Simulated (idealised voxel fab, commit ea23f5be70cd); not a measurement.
The following is a process module called voxel trench capacitor.
Cross-section cut: width 205 nm, square cells of 5 nm.
Notation: cross-section as square-cell grid; stated in bands, top first, going down; one or more cell rows per band.
Band entry format. Leading values: height of top, height of bottom, nm. Remainder: materials in left-to-right order, each with its width in nm. Special words: "throughout" on a single material, which then fills the band edge to edge; "blank", empty space.
Zero point of the height axis is 0; under it, received wafer = one material. Lowest band: continues down indefinitely, "0 and below".
Think of "30->40" as a width that walks from the first number to the second as you go down the band, top row to bottom row, taking equal-sized steps from row to row.
"remained the same" means the step left every cell of the cross-section as it was.
Entry "Listed closed voids" = empty spaces >= 8 cells with no open way to the top; each as width x height at distance, distance from left edge, all nm.
Where a step's line continues beyond its settings, the continuation is a remark by the simulator itself on that step.
On any step carrying a mask, the "overlay nm" setting, if present on the step's line, tells how far right of its planned place the mask lay; negative values point to the left.
# The planned process steps are enumerated hereunder
step 1: op RECEIVE | material Si
step 2: op CONFORMAL_DEP | material SiN | thk nm 10
step 3: op PATTERN | tone open | mask id TRENCH | material resist | width nm 20 | pitch nm 50 | thk nm 15 | overlay nm 0
step 4: op DIRECTIONAL_ETCH | etch materials SiN | depth nm 10
step 5: op DIRECTIONAL_ETCH | etch materials Si | depth nm 35
step 6: op STRIP | etch materials resist
step 7: op CONFORMAL_DEP | material Al2O3 | thk nm 5
step 8: op FILL_DEP | material polySi | thk nm 10
step 9: op CMP | height nm 10
# The first of a set of two wafers, run to plan
# Cross-section of the wafer as it came to us, i.e., already through step 1
    0 and below  Si throughout
    Listed closed voids: none
# Presented here is a cross-section of the wafer after step 2 has been performed
    10 down to 0  SiN throughout
    Everything under 0 stays put, no change at all.
# Presented here is a cross-section of the wafer after step 3 has been performed
    25 down to 10  15 resist | 20 blank | 30 resist | 20 blank | 30 resist | 20 blank | 30 resist | 20 blank | 20 resist
    Everything under 10 stays put, no change at all.
# Presented here is a cross-section of the wafer after step 4 has been performed
    25 down to 10  15 resist | 20 blank | 30 resist | 20 blank | 30 resist | 20 blank | 30 resist | 20 blank | 20 resist
    10 down to 0  15 SiN | 20 blank | 30 SiN | 20 blank | 30 SiN | 20 blank | 30 SiN | 20 blank | 20 SiN
    Everything under 0 stays put, no change at all.
# Presented here is a cross-section of the wafer after step 5 has been performed
    25 down to 10  15 resist | 20 blank | 30 resist | 20 blank | 30 resist | 20 blank | 30 resist | 20 blank | 20 resist
    10 down to 0  15 SiN | 20 blank | 30 SiN | 20 blank | 30 SiN | 20 blank | 30 SiN | 20 blank | 20 SiN
    0 down to -35  15 Si | 20 blank | 30 Si | 20 blank | 30 Si | 20 blank | 30 Si | 20 blank | 20 Si
    Everything under -35 stays put, no change at all.
# Presented here is a cross-section of the wafer after step 6 has been performed
    10 down to 0  15 SiN | 20 blank | 30 SiN | 20 blank | 30 SiN | 20 blank | 30 SiN | 20 blank | 20 SiN
    Everything under 0 stays put, no change at all.
# Presented here is a cross-section of the wafer after step 7 has been performed
    15 down to 10  20 Al2O3 | 10 blank | 40 Al2O3 | 10 blank | 40 Al2O3 | 10 blank | 40 Al2O3 | 10 blank | 25 Al2O3
    10 down to 0  15 SiN | 5 Al2O3 | 10 blank | 5 Al2O3 | 30 SiN | 5 Al2O3 | 10 blank | 5 Al2O3 | 30 SiN | 5 Al2O3 | 10 blank | 5 Al2O3 | 30 SiN | 5 Al2O3 | 10 blank | 5 Al2O3 | 20 SiN
    0 down to -30  15 Si | 5 Al2O3 | 10 blank | 5 Al2O3 | 30 Si | 5 Al2O3 | 10 blank | 5 Al2O3 | 30 Si | 5 Al2O3 | 10 blank | 5 Al2O3 | 30 Si | 5 Al2O3 | 10 blank | 5 Al2O3 | 20 Si
    -30 down to -35  15 Si | 20 Al2O3 | 30 Si | 20 Al2O3 | 30 Si | 20 Al2O3 | 30 Si | 20 Al2O3 | 20 Si
    Everything under -35 stays put, no change at all.
# Presented here is a cross-section of the wafer after step 8 has been performed
    25 down to 15  polySi throughout
    15 down to 10  20 Al2O3 | 10 polySi | 40 Al2O3 | 10 polySi | 40 Al2O3 | 10 polySi | 40 Al2O3 | 10 polySi | 25 Al2O3
    10 down to 0  15 SiN | 5 Al2O3 | 10 polySi | 5 Al2O3 | 30 SiN | 5 Al2O3 | 10 polySi | 5 Al2O3 | 30 SiN | 5 Al2O3 | 10 polySi | 5 Al2O3 | 30 SiN | 5 Al2O3 | 10 polySi | 5 Al2O3 | 20 SiN
    0 down to -30  15 Si | 5 Al2O3 | 10 polySi | 5 Al2O3 | 30 Si | 5 Al2O3 | 10 polySi | 5 Al2O3 | 30 Si | 5 Al2O3 | 10 polySi | 5 Al2O3 | 30 Si | 5 Al2O3 | 10 polySi | 5 Al2O3 | 20 Si
    Everything under -30 stays put, no change at all.
# Presented here is a cross-section of the wafer after step 9 has been performed
    10 down to 0  15 SiN | 5 Al2O3 | 10 polySi | 5 Al2O3 | 30 SiN | 5 Al2O3 | 10 polySi | 5 Al2O3 | 30 SiN | 5 Al2O3 | 10 polySi | 5 Al2O3 | 30 SiN | 5 Al2O3 | 10 polySi | 5 Al2O3 | 20 SiN
    Everything under 0 stays put, no change at all.
# Regarding the second of the two wafers: it shared the first wafer's starting condition and process plan, yet one error occurred during its execution. Its history coincides with that of the first wafer up to and including step 2
# The second wafer cut through, at the time step 3 was supposed to be finished
    25 down to 10  20 resist | 20 blank | 30 resist | 20 blank | 30 resist | 20 blank | 30 resist | 20 blank | 15 resist
    Everything under 10 stays put, no change at all.
# The second wafer cut through, at the time step 4 was supposed to be finished
    25 down to 10  20 resist | 20 blank | 30 resist | 20 blank | 30 resist | 20 blank | 30 resist | 20 blank | 15 resist
    10 down to 0  20 SiN | 20 blank | 30 SiN | 20 blank | 30 SiN | 20 blank | 30 SiN | 20 blank | 15 SiN
    Everything under 0 stays put, no change at all.
# The second wafer cut through, at the time step 5 was supposed to be finished
    25 down to 10  20 resist | 20 blank | 30 resist | 20 blank | 30 resist | 20 blank | 30 resist | 20 blank | 15 resist
    10 down to 0  20 SiN | 20 blank | 30 SiN | 20 blank | 30 SiN | 20 blank | 30 SiN | 20 blank | 15 SiN
    0 down to -35  20 Si | 20 blank | 30 Si | 20 blank | 30 Si | 20 blank | 30 Si | 20 blank | 15 Si
    Everything under -35 stays put, no change at all.
# The second wafer cut through, at the time step 6 was supposed to be finished
    10 down to 0  20 SiN | 20 blank | 30 SiN | 20 blank | 30 SiN | 20 blank | 30 SiN | 20 blank | 15 SiN
    Everything under 0 stays put, no change at all.
# The second wafer cut through, at the time step 7 was supposed to be finished
    15 down to 10  25 Al2O3 | 10 blank | 40 Al2O3 | 10 blank | 40 Al2O3 | 10 blank | 40 Al2O3 | 10 blank | 20 Al2O3
    10 down to 0  20 SiN | 5 Al2O3 | 10 blank | 5 Al2O3 | 30 SiN | 5 Al2O3 | 10 blank | 5 Al2O3 | 30 SiN | 5 Al2O3 | 10 blank | 5 Al2O3 | 30 SiN | 5 Al2O3 | 10 blank | 5 Al2O3 | 15 SiN
    0 down to -30  20 Si | 5 Al2O3 | 10 blank | 5 Al2O3 | 30 Si | 5 Al2O3 | 10 blank | 5 Al2O3 | 30 Si | 5 Al2O3 | 10 blank | 5 Al2O3 | 30 Si | 5 Al2O3 | 10 blank | 5 Al2O3 | 15 Si
    -30 down to -35  20 Si | 20 Al2O3 | 30 Si | 20 Al2O3 | 30 Si | 20 Al2O3 | 30 Si | 20 Al2O3 | 15 Si
    Everything under -35 stays put, no change at all.
# The second wafer cut through, at the time step 8 was supposed to be finished
    25 down to 15  polySi throughout
    15 down to 10  25 Al2O3 | 10 polySi | 40 Al2O3 | 10 polySi | 40 Al2O3 | 10 polySi | 40 Al2O3 | 10 polySi | 20 Al2O3
    10 down to 0  20 SiN | 5 Al2O3 | 10 polySi | 5 Al2O3 | 30 SiN | 5 Al2O3 | 10 polySi | 5 Al2O3 | 30 SiN | 5 Al2O3 | 10 polySi | 5 Al2O3 | 30 SiN | 5 Al2O3 | 10 polySi | 5 Al2O3 | 15 SiN
    0 down to -30  20 Si | 5 Al2O3 | 10 polySi | 5 Al2O3 | 30 Si | 5 Al2O3 | 10 polySi | 5 Al2O3 | 30 Si | 5 Al2O3 | 10 polySi | 5 Al2O3 | 30 Si | 5 Al2O3 | 10 polySi | 5 Al2O3 | 15 Si
    Everything under -30 stays put, no change at all.
# The second wafer cut through, at the time step 9 was supposed to be finished
    10 down to 0  20 SiN | 5 Al2O3 | 10 polySi | 5 Al2O3 | 30 SiN | 5 Al2O3 | 10 polySi | 5 Al2O3 | 30 SiN | 5 Al2O3 | 10 polySi | 5 Al2O3 | 30 SiN | 5 Al2O3 | 10 polySi | 5 Al2O3 | 15 SiN
    Everything under 0 stays put, no change at all.
It is concluded that the wafer was processed incorrectly with respect to the plan, in that step 3 ran as: op PATTERN | tone open | mask id TRENCH | material resist | width nm 20 | pitch nm 50 | thk nm 15 | overlay nm 5
Same inventory, different map: at the end, the second wafer holds as many cells of each material as the first, placed elsewhere.
